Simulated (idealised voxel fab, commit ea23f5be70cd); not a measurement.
process module | voxel wiring stack
cross-section cut | 195 nm wide | cells 5 nm
A cross-section is a grid of square cells, given in bands from the top down. A band is one or more rows of cells.
Each band's line starts with the height of the band's top and of its bottom, in nm. Then come its materials from left to right, each with its width in nm. One material with "throughout" fills the band from edge to edge. "air" is empty space.
Height 0 is the level under which the wafer as received is all one material. The lowest band goes on downwards, as in "0 down".
A width such as "30 to 40" changes by the same amount from each row of cells to the next, from the band's top row to its bottom row.
"no change" after a step means that no cell of the cross-section changed.
closed voids: empty space of 8 cells or more with no open way to the top, each as width x height at its distance from the left edge, in nm
after a step's settings: what the simulator itself notes on the step
overlay nm, on a step with a mask: how far to the right of its planned place the mask lay; to the left if negative
plan
1 op RECEIVE | material Si
2 op CONFORMAL_DEP | material SiO2 | thk nm 10
3 op CONFORMAL_DEP | material SiCN | thk nm 5
4 op DIRECTIONAL_DEP | material lowk | thk nm 20
5 op MASKED_ETCH | tone open | mask id METAL_1 | width nm 25 | pitch nm 45 | etch materials lowk | depth nm 20 | overlay nm 0
6 op MASKED_ETCH | tone open | mask id METAL_1 | width nm 25 | pitch nm 45 | etch materials SiCN | depth nm 5 | overlay nm 0
7 op CONFORMAL_DEP | material TiN | thk nm 5
8 op FILL_DEP | material Ru | thk nm 5
9 op CMP | height nm 35
10 op CONFORMAL_DEP | material SiCN | thk nm 5
11 op DIRECTIONAL_DEP | material SiO2 | thk nm 35
12 op MASKED_ETCH | tone open | mask id METAL_2_HOLES | width nm 15 | pitch nm 45 | etch materials SiO2 | depth nm 35 | overlay nm 0
13 op DIRECTIONAL_DEP | material aC | thk nm 15
14 op PATTERN | tone open | mask id METAL_2 | material resist | width nm 25 | pitch nm 45 | thk nm 30 | overlay nm 0
15 op DIRECTIONAL_ETCH | etch materials aC | depth nm 15
16 op STRIP | etch materials resist
17 op DIRECTIONAL_ETCH | etch materials SiO2 | depth nm 20
18 op DIRECTIONAL_ETCH | etch materials SiCN | depth nm 5
19 op STRIP | etch materials aC
20 op CONFORMAL_DEP | material TiN | thk nm 5
21 op FILL_DEP | material Cu | thk nm 5
22 op CMP | height nm 75
23 op CONFORMAL_DEP | material SiCN | thk nm 5
24 op DIRECTIONAL_DEP | material SiO2 | thk nm 10
25 op DIRECTIONAL_DEP | material aC | thk nm 10
26 op PATTERN | tone open | mask id PLUG_2 | material resist | width nm 15 | pitch nm 90 | thk nm 25 | overlay nm 0
27 op DIRECTIONAL_ETCH | etch materials aC | depth nm 10
28 op STRIP | etch materials resist
29 op DIRECTIONAL_ETCH | etch materials SiO2 | depth nm 10
30 op DIRECTIONAL_ETCH | etch materials SiCN | depth nm 5
31 op STRIP | etch materials aC
32 op CONFORMAL_DEP | material TiN | thk nm 5
33 op FILL_DEP | material Cu | thk nm 5
34 op CMP | height nm 90
35 op DIRECTIONAL_DEP | material TiN | thk nm 5
36 op DIRECTIONAL_DEP | material W | thk nm 20
37 op MASKED_ETCH | tone cover | mask id METAL_3 | width nm 25 | pitch nm 45 | etch materials W | depth nm 20 | overlay nm 0
38 op MASKED_ETCH | tone cover | mask id METAL_3 | width nm 25 | pitch nm 45 | etch materials TiN | depth nm 5 | overlay nm 0
39 op CONFORMAL_DEP | material SiCN | thk nm 5
40 op FILL_DEP | material SiO2 | thk nm 10
41 op CMP | height nm 115
42 op CONFORMAL_DEP | material SiN | thk nm 5
as received, after step 1
  0 down: Si throughout
  closed voids: none
a wafer at the end: this start, this plan, one mistake
  120 to 115: SiN throughout
  115 to 100: SiO2 35 | SiCN 5 | W 25 | SiCN 5 | SiO2 10 | SiCN 5 | W 25 | SiCN 5 | SiO2 10 | SiCN 5 | W 25 | SiCN 5 | SiO2 35
  100 to 95: SiCN 40 | TiN 25 | SiCN 20 | TiN 25 | SiCN 20 | TiN 25 | SiCN 40
  95 to 90: TiN 45 | Cu 5 | TiN 85 | Cu 5 | TiN 55
  90 to 80: SiO2 40 | TiN 5 | Cu 5 | TiN 5 | SiO2 75 | TiN 5 | Cu 5 | TiN 5 | SiO2 50
  80 to 75: SiCN 40 | TiN 15 | SiCN 75 | TiN 15 | SiCN 50
  75 to 60: SiO2 40 | TiN 5 | Cu 15 | TiN 5 | SiO2 20 | TiN 5 | Cu 15 | TiN 5 | SiO2 20 | TiN 5 | Cu 15 | TiN 5 | SiO2 40
  60 to 55: SiO2 40 | TiN 5 | Cu 5 | TiN 15 | SiO2 20 | TiN 5 | Cu 5 | TiN 15 | SiO2 20 | TiN 5 | Cu 5 | TiN 15 | SiO2 40
  55 to 40: SiO2 40 | TiN 5 | Cu 5 | TiN 5 | SiO2 30 | TiN 5 | Cu 5 | TiN 5 | SiO2 30 | TiN 5 | Cu 5 | TiN 5 | SiO2 50
  40 to 35: SiCN 40 | TiN 15 | SiCN 30 | TiN 15 | SiCN 30 | TiN 15 | SiCN 50
  35 to 15: lowk 40 | TiN 5 | Ru 15 | TiN 5 | lowk 20 | TiN 5 | Ru 15 | TiN 5 | lowk 20 | TiN 5 | Ru 15 | TiN 5 | lowk 40
  15 to 10: SiCN 40 | TiN 25 | SiCN 20 | TiN 25 | SiCN 20 | TiN 25 | SiCN 40
  10 to 0: SiO2 throughout
  0 down: Si throughout
  closed voids: none
what went wrong: step 34 ran as: op CMP | height nm 95
